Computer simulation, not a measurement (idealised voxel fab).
The following process module bears the name voxel wiring stack.
cross-section cut | 240 nm wide | cells 5 nm
The cross-sections in this document take the form of a grid made of square cells. They are written out as bands, in order from top to bottom. Each band consists of one or more rows of cells.
Top height, bottom height, nm. Materials left to right, width each, nm. Single material + "everywhere" = fills band edge to edge. "empty" = empty.
Beneath 0, the wafer as received is one material, and that level is where height counting begins. The lowest band goes on downward without a bottom; it is written like "0 nm and below".
The width entry "30..40" should be interpreted row by row: the top row of cells in the band takes the first number, the bottom row takes the second number, and the change between adjacent rows is uniform throughout.
"nothing different", as given for a step, is the statement that not any cell of the cross-section underwent a change during that step.
"Completely sealed voids" contains a list of empty spaces, each no smaller than 8 cells and without an open way to the top, written in the form width x height at distance with the distance from the left edge and all three in nm.
On a step's line, text after the settings is the simulator commenting on that step.
"overlay nm" answers the question of how far to the right of plan the mask lay on a step that has a mask, and when it is negative the answer is to the left.

### Planned step list for the process
1,RECEIVE | material Si
2,CONFORMAL_DEP | material SiO2 | thk nm 15
3,DIRECTIONAL_DEP | material TiN | thk nm 5
4,DIRECTIONAL_DEP | material Ru | thk nm 5
5,PATTERN | tone cover | mask id METAL_1 | material resist | width nm 25 | pitch nm 55 | thk nm 15 | overlay nm 0
6,DIRECTIONAL_ETCH | etch materials Ru | depth nm 15
7,DIRECTIONAL_ETCH | etch materials TiN | depth nm 5
8,STRIP | etch materials resist
9,CONFORMAL_DEP | material SiCN | thk nm 5
10,FILL_DEP | material lowk | thk nm 5
11,CMP | height nm 35
12,CONFORMAL_DEP | material SiCN | thk nm 5
13,DIRECTIONAL_DEP | material SiO2 | thk nm 30
14,DIRECTIONAL_DEP | material aC | thk nm 10
15,PATTERN | tone open | mask id METAL_2_HOLES | material resist | width nm 15 | pitch nm 55 | thk nm 25 | overlay nm 0
16,DIRECTIONAL_ETCH | etch materials aC | depth nm 10
17,STRIP | etch materials resist
18,DIRECTIONAL_ETCH | etch materials SiO2 | depth nm 30
19,STRIP | etch materials aC
20,DIRECTIONAL_DEP | material aC | thk nm 15
21,PATTERN | tone open | mask id METAL_2 | material resist | width nm 25 | pitch nm 55 | thk nm 35 | overlay nm 0
22,DIRECTIONAL_ETCH | etch materials aC | depth nm 15
23,STRIP | etch materials resist
24,DIRECTIONAL_ETCH | etch materials SiO2 | depth nm 15
25,DIRECTIONAL_ETCH | etch materials SiCN | depth nm 5
26,STRIP | etch materials aC
27,CONFORMAL_DEP | material TiN | thk nm 5
28,FILL_DEP | material Ru | thk nm 5
29,CMP | height nm 70
30,CONFORMAL_DEP | material SiCN | thk nm 5
Keep in mind the plan's value for the thk nm of step 4 comes from the first wafer; the wafers don't share that setting, but they do share the same starting point.

### As-received state after step 1, first of several wafers, cross-section
    0 nm and below: Si everywhere
    Completely sealed voids: none

### Per wafer (row), end of module: delta in cells per material since receipt, (+) for gained, (-) for lost; closed voids after that
thk nm 5, +45 Ru, +147 SiCN, +360 SiO2, +66 TiN, +102 lowk, Completely sealed voids: none
thk nm 10, +60 Ru, +153 SiCN, +360 SiO2, +66 TiN, +81 lowk, Completely sealed voids: none
thk nm 15, +75 Ru, +138 SiCN, +360 SiO2, +66 TiN, +81 lowk, Completely sealed voids: none
thk nm 20, +108 Ru, +126 SiCN, +360 SiO2, +99 TiN, +27 lowk, Completely sealed voids: none
thk nm 25, +141 Ru, +120 SiCN, +360 SiO2, +99 TiN, Completely sealed voids: none
thk nm 30, +174 Ru, +87 SiCN, +360 SiO2, +99 TiN, Completely sealed voids: none
